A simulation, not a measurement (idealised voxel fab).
process module | voxel wiring stack
cross-section cut | 165 nm wide | cells 5 nm
A cross-section is a grid of square cells, given in bands from the top down. A band is one or more rows of cells.
Each band's line starts with the height of the band's top and of its bottom, in nm. Then come its materials from left to right, each with its width in nm. One material with "throughout" fills the band from edge to edge. "air" is empty space.
Height 0 is the level under which the wafer as received is all one material. The lowest band goes on downwards, as in "0 down".
A width such as "30 to 40" changes by the same amount from each row of cells to the next, from the band's top row to its bottom row.
"no change" after a step means that no cell of the cross-section changed.
closed voids: empty space of 8 cells or more with no open way to the top, each as width x height at its distance from the left edge, in nm
after a step's settings: what the simulator itself notes on the step
overlay nm, on a step with a mask: how far to the right of its planned place the mask lay; to the left if negative
plan
1 op RECEIVE | material Si
2 op CONFORMAL_DEP | material SiO2 | thk nm 15
3 op DIRECTIONAL_DEP | material TiN | thk nm 5
4 op DIRECTIONAL_DEP | material Ru | thk nm 15
5 op MASKED_ETCH | tone cover | mask id METAL_1 | width nm 25 | pitch nm 50 | etch materials Ru | depth nm 15 | overlay nm 0
6 op MASKED_ETCH | tone cover | mask id METAL_1 | width nm 25 | pitch nm 50 | etch materials TiN | depth nm 5 | overlay nm 0
7 op CONFORMAL_DEP | material SiCN | thk nm 5
8 op FILL_DEP | material SiO2 | thk nm 10
9 op CMP | height nm 35
10 op CONFORMAL_DEP | material SiCN | thk nm 5
11 op DIRECTIONAL_DEP | material SiO2 | thk nm 30
12 op MASKED_ETCH | tone open | mask id METAL_2 | width nm 25 | pitch nm 50 | etch materials SiO2 | depth nm 15 | overlay nm 0
13 op MASKED_ETCH | tone open | mask id METAL_2_HOLES | width nm 15 | etch materials SiO2 | depth nm 15 | overlay nm 0
14 op MASKED_ETCH | tone open | mask id METAL_2_HOLES | width nm 15 | etch materials SiCN | depth nm 5 | overlay nm 0
15 op CONFORMAL_DEP | material TiN | thk nm 5
16 op FILL_DEP | material Cu | thk nm 5
17 op CMP | height nm 70
18 op CONFORMAL_DEP | material SiCN | thk nm 5
first wafer, as planned
as received, after step 1
  0 down: Si throughout
  closed voids: none
after step 2
  15 to 0: SiO2 throughout
  below 0: unchanged
after step 3
  20 to 15: TiN throughout
  below 15: unchanged
after step 4
  35 to 20: Ru throughout
  below 20: unchanged
after step 5
  35 to 20: air 45 | Ru 25 | air 25 | Ru 25 | air 45
  below 20: unchanged
after step 6
  35 to 20: air 45 | Ru 25 | air 25 | Ru 25 | air 45
  20 to 15: air 45 | TiN 25 | air 25 | TiN 25 | air 45
  below 15: unchanged
after step 7
  40 to 35: air 40 | SiCN 35 | air 15 | SiCN 35 | air 40
  35 to 20: air 40 | SiCN 5 | Ru 25 | SiCN 5 | air 15 | SiCN 5 | Ru 25 | SiCN 5 | air 40
  20 to 15: SiCN 45 | TiN 25 | SiCN 25 | TiN 25 | SiCN 45
  below 15: unchanged
after step 8
  50 to 40: SiO2 throughout
  40 to 35: SiO2 40 | SiCN 35 | SiO2 15 | SiCN 35 | SiO2 40
  35 to 20: SiO2 40 | SiCN 5 | Ru 25 | SiCN 5 | SiO2 15 | SiCN 5 | Ru 25 | SiCN 5 | SiO2 40
  below 20: unchanged
after step 9
  35 to 20: SiO2 40 | SiCN 5 | Ru 25 | SiCN 5 | SiO2 15 | SiCN 5 | Ru 25 | SiCN 5 | SiO2 40
  below 20: unchanged
after step 10
  40 to 35: SiCN throughout
  below 35: unchanged
after step 11
  70 to 40: SiO2 throughout
  below 40: unchanged
after step 12
  70 to 55: SiO2 45 | air 25 | SiO2 25 | air 25 | SiO2 45
  below 55: unchanged
after step 13
  70 to 55: SiO2 45 | air 25 | SiO2 25 | air 25 | SiO2 45
  55 to 40: SiO2 45 | air 15 | SiO2 105
  below 40: unchanged
after step 14
  70 to 55: SiO2 45 | air 25 | SiO2 25 | air 25 | SiO2 45
  55 to 40: SiO2 45 | air 15 | SiO2 105
  40 to 35: SiCN 45 | air 15 | SiCN 105
  below 35: unchanged
after step 15
  75 to 70: TiN 50 | air 15 | TiN 35 | air 15 | TiN 50
  70 to 60: SiO2 45 | TiN 5 | air 15 | TiN 5 | SiO2 25 | TiN 5 | air 15 | TiN 5 | SiO2 45
  60 to 55: SiO2 45 | TiN 5 | air 5 | TiN 15 | SiO2 25 | TiN 25 | SiO2 45
  55 to 40: SiO2 45 | TiN 5 | air 5 | TiN 5 | SiO2 105
  40 to 35: SiCN 45 | TiN 15 | SiCN 105
  below 35: unchanged
after step 16
  80 to 75: Cu throughout
  75 to 70: TiN 50 | Cu 15 | TiN 35 | Cu 15 | TiN 50
  70 to 60: SiO2 45 | TiN 5 | Cu 15 | TiN 5 | SiO2 25 | TiN 5 | Cu 15 | TiN 5 | SiO2 45
  60 to 55: SiO2 45 | TiN 5 | Cu 5 | TiN 15 | SiO2 25 | TiN 25 | SiO2 45
  55 to 40: SiO2 45 | TiN 5 | Cu 5 | TiN 5 | SiO2 105
  below 40: unchanged
after step 17
  70 to 60: SiO2 45 | TiN 5 | Cu 15 | TiN 5 | SiO2 25 | TiN 5 | Cu 15 | TiN 5 | SiO2 45
  below 60: unchanged
after step 18
  75 to 70: SiCN throughout
  below 70: unchanged
second wafer: like start, like plan, one mistake. Through step 15 it matches the first wafer
when step 16 should have ended
  80 to 75: SiO2 throughout
  75 to 70: TiN 50 | SiO2 15 | TiN 35 | SiO2 15 | TiN 50
  70 to 60: SiO2 45 | TiN 5 | SiO2 15 | TiN 5 | SiO2 25 | TiN 5 | SiO2 15 | TiN 5 | SiO2 45
  60 to 55: SiO2 45 | TiN 5 | SiO2 5 | TiN 15 | SiO2 25 | TiN 25 | SiO2 45
  55 to 40: SiO2 45 | TiN 5 | SiO2 5 | TiN 5 | SiO2 105
  below 40: unchanged
when step 17 should have ended
  70 to 60: SiO2 45 | TiN 5 | SiO2 15 | TiN 5 | SiO2 25 | TiN 5 | SiO2 15 | TiN 5 | SiO2 45
  below 60: unchanged
when step 18 should have ended
  75 to 70: SiCN throughout
  below 70: unchanged
what went wrong: step 16 ran as: op FILL_DEP | material SiO2 | thk nm 5
at the end the second wafer has, in cells: 16 fewer of Cu | 16 more of SiO2
